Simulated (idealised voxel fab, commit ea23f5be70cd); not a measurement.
process module | voxel ribs on slabs
cross-section cut | 230 nm wide | cells 5 nm
A cross-section is a grid of square cells, given in bands from the top down. A band is one or more rows of cells.
Each band's line starts with the height of the band's top and of its bottom, in nm. Then come its materials from left to right, each with its width in nm. One material with "throughout" fills the band from edge to edge. "air" is empty space.
Height 0 is the level under which the wafer as received is all one material. The lowest band goes on downwards, as in "0 down".
A width such as "30 to 40" changes by the same amount from each row of cells to the next, from the band's top row to its bottom row.
"no change" after a step means that no cell of the cross-section changed.
closed voids: empty space of 8 cells or more with no open way to the top, each as width x height at its distance from the left edge, in nm
after a step's settings: what the simulator itself notes on the step
overlay nm, on a step with a mask: how far to the right of its planned place the mask lay; to the left if negative
plan
1 op RECEIVE | material Si
2 op DIRECTIONAL_DEP | material SiO2 | thk nm 20
3 op DIRECTIONAL_DEP | material polySi | thk nm 25
4 op MASKED_ETCH | tone cover | mask id RIB | width nm 20 | etch materials polySi | depth nm 20 | overlay nm 0
5 op DIRECTIONAL_DEP | material aC | thk nm 15
6 op PATTERN | tone cover | mask id SLAB | material resist | width nm 70 | thk nm 35 | overlay nm 0
7 op DIRECTIONAL_ETCH | etch materials aC | depth nm 15
8 op STRIP | etch materials resist
9 op DIRECTIONAL_ETCH | etch materials polySi | depth nm 5
10 op STRIP | etch materials aC
11 op FILL_DEP | material SiO2 | thk nm 20
12 op CMP | height nm 55
13 op DIRECTIONAL_DEP | material W | thk nm 10
14 op DIRECTIONAL_DEP | material aC | thk nm 10
15 op PATTERN | tone cover | mask id HEATER | material resist | width nm 30 | thk nm 30 | overlay nm 0
16 op DIRECTIONAL_ETCH | etch materials aC | depth nm 10
17 op STRIP | etch materials resist
18 op DIRECTIONAL_ETCH | etch materials W | depth nm 10
19 op STRIP | etch materials aC
20 op CONFORMAL_DEP | material SiO2 | thk nm 5
as received, after step 1
  0 down: Si throughout
  closed voids: none
first wafer at the end, as planned
  70 to 65: air 95 | SiO2 40 | air 95
  65 to 60: air 95 | SiO2 5 | W 30 | SiO2 5 | air 95
  60 to 55: SiO2 100 | W 30 | SiO2 100
  55 to 45: SiO2 throughout
  45 to 25: SiO2 105 | polySi 20 | SiO2 105
  25 to 20: SiO2 80 | polySi 70 | SiO2 80
  20 to 0: SiO2 throughout
  0 down: Si throughout
  closed voids: none
second wafer at the end: like start, like plan, one mistake
  70 to 65: air 85 | SiO2 40 | air 105
  65 to 60: air 85 | SiO2 5 | W 30 | SiO2 5 | air 105
  60 to 55: SiO2 90 | W 30 | SiO2 110
  55 to 45: SiO2 throughout
  45 to 25: SiO2 105 | polySi 20 | SiO2 105
  25 to 20: SiO2 80 | polySi 70 | SiO2 80
  20 to 0: SiO2 throughout
  0 down: Si throughout
  closed voids: none
what went wrong: step 15 ran as: op PATTERN | tone cover | mask id HEATER | material resist | width nm 30 | thk nm 30 | overlay nm -10
at the end the second wafer has, in cells: as many of each material as the first, in other places
